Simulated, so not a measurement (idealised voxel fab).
You're looking at the process module voxel capacitor over wiring.
The cross-section on display is named cut; it measures 160 nm wide, and its cells are 5 nm squares.
Cross-section, as written here: a square-cell grid given band by band from the top down, where a band holds one or more rows of cells.
Within each band entry, the heights of the top and of the bottom of the band appear first, in that order and in nm; the materials of the band then follow from left to right, each with its corresponding width in nm. The designation "throughout" on a single material indicates that it fills the band from edge to edge; the designation "air" indicates empty space.
Heights are expressed relative to 0, this being the level below which the as-received wafer comprises one material exclusively. The lowest band is unbounded in the downward direction and is denoted as in "z 0 and below".
Width: "30 to 40" (first number = top row, second number = bottom row, same change from row to row of cells).
"remained unchanged" -> step changed no cross-section cell.
"Closed cavities": empty spaces of 8 cells or more with no open way to the top, each given as width x height at distance, distance from the left edge, all in nm.
Post-settings text on a step line: simulator's own remark regarding the step.
You can add "overlay nm" to a step's line. For a step with a mask, it describes how far the mask lay to the right of its planned position, and a negative number describes a lay to the left.
Planned process steps:
- 1: op RECEIVE | material Si
- 2: op CONFORMAL_DEP | material SiO2 | thk nm 15
- 3: op CONFORMAL_DEP | material SiCN | thk nm 5
- 4: op DIRECTIONAL_DEP | material lowk | thk nm 15
- 5: op PATTERN | tone open | mask id METAL_1 | material resist | width nm 30 | pitch nm 95 | thk nm 20 | overlay nm 0
- 6: op DIRECTIONAL_ETCH | etch materials lowk | depth nm 15
- 7: op DIRECTIONAL_ETCH | etch materials SiCN | depth nm 5
- 8: op STRIP | etch materials resist
- 9: op CONFORMAL_DEP | material TiN | thk nm 5
- 10: op FILL_DEP | material Ru | thk nm 10
- 11: op CMP | height nm 30
- 12: op CONFORMAL_DEP | material SiCN | thk nm 5
- 13: op DIRECTIONAL_DEP | material lowk | thk nm 10
- 14: op MASKED_ETCH | tone open | mask id PLUG_1 | width nm 15 | etch materials lowk | depth nm 10 | overlay nm 0
- 15: op MASKED_ETCH | tone open | mask id PLUG_1 | width nm 15 | etch materials SiCN | depth nm 5 | overlay nm 0
- 16: op EPI | material Ru | thk nm 10
- 17: op EPI | material Ru | thk nm 5
- 18: op DIRECTIONAL_DEP | material TiN | thk nm 5
- 19: op DIRECTIONAL_DEP | material Al2O3 | thk nm 5
- 20: op DIRECTIONAL_DEP | material TiN | thk nm 10
- 21: op MASKED_ETCH | tone cover | mask id UPPER_PLATE | width nm 70 | etch materials TiN | depth nm 10 | overlay nm 0
- 22: op MASKED_ETCH | tone cover | mask id UPPER_PLATE | width nm 70 | etch materials Al2O3 | depth nm 5 | overlay nm 0
- 23: op PATTERN | tone cover | mask id LOWER_PLATE | material resist | width nm 80 | thk nm 20 | overlay nm 0
- 24: op DIRECTIONAL_ETCH | etch materials TiN | depth nm 5
- 25: op STRIP | etch materials resist
- 26: op FILL_DEP | material SiO2 | thk nm 15
- 27: op CMP | height nm 80
- 28: op PATTERN | tone open | mask id PLUG_2 | material resist | width nm 15 | thk nm 15 | overlay nm 0
- 29: op DIRECTIONAL_ETCH | etch materials SiO2 | depth nm 10
- 30: op STRIP | etch materials resist
- 31: op CONFORMAL_DEP | material TiN | thk nm 5
- 32: op FILL_DEP | material Cu | thk nm 10
- 33: op CMP | height nm 80
- 34: op CONFORMAL_DEP | material SiN | thk nm 5
The plan's step 11 height nm is the first wafer's value; the wafers differ in this setting and start identical.
The first of several wafers, as received after step 1, seen in section:
	z 0 and below  Si throughout
	Closed cavities: none
Row per wafer, end-of-module: cell gain (+)/loss (-) by material since the wafer came in, then closed voids:
height nm 30, +14 Al2O3, +1 Cu, +25 Ru, +49 SiCN, +32 SiN, +256 SiO2, +69 TiN, +98 lowk, Closed cavities: none
height nm 35, +14 Al2O3, +1 Cu, +33 Ru, +49 SiCN, +32 SiN, +224 SiO2, +73 TiN, +118 lowk, Closed cavities: none
height nm 40, +14 Al2O3, +41 Ru, +49 SiCN, +32 SiN, +195 SiO2, +95 TiN, +118 lowk, Closed cavities: none
height nm 45, +14 Al2O3, +73 Ru, +49 SiCN, +32 SiN, +166 SiO2, +92 TiN, +118 lowk, Closed cavities: none
height nm 50, +14 Al2O3, +105 Ru, +49 SiCN, +32 SiN, +148 SiO2, +78 TiN, +118 lowk, Closed cavities: none
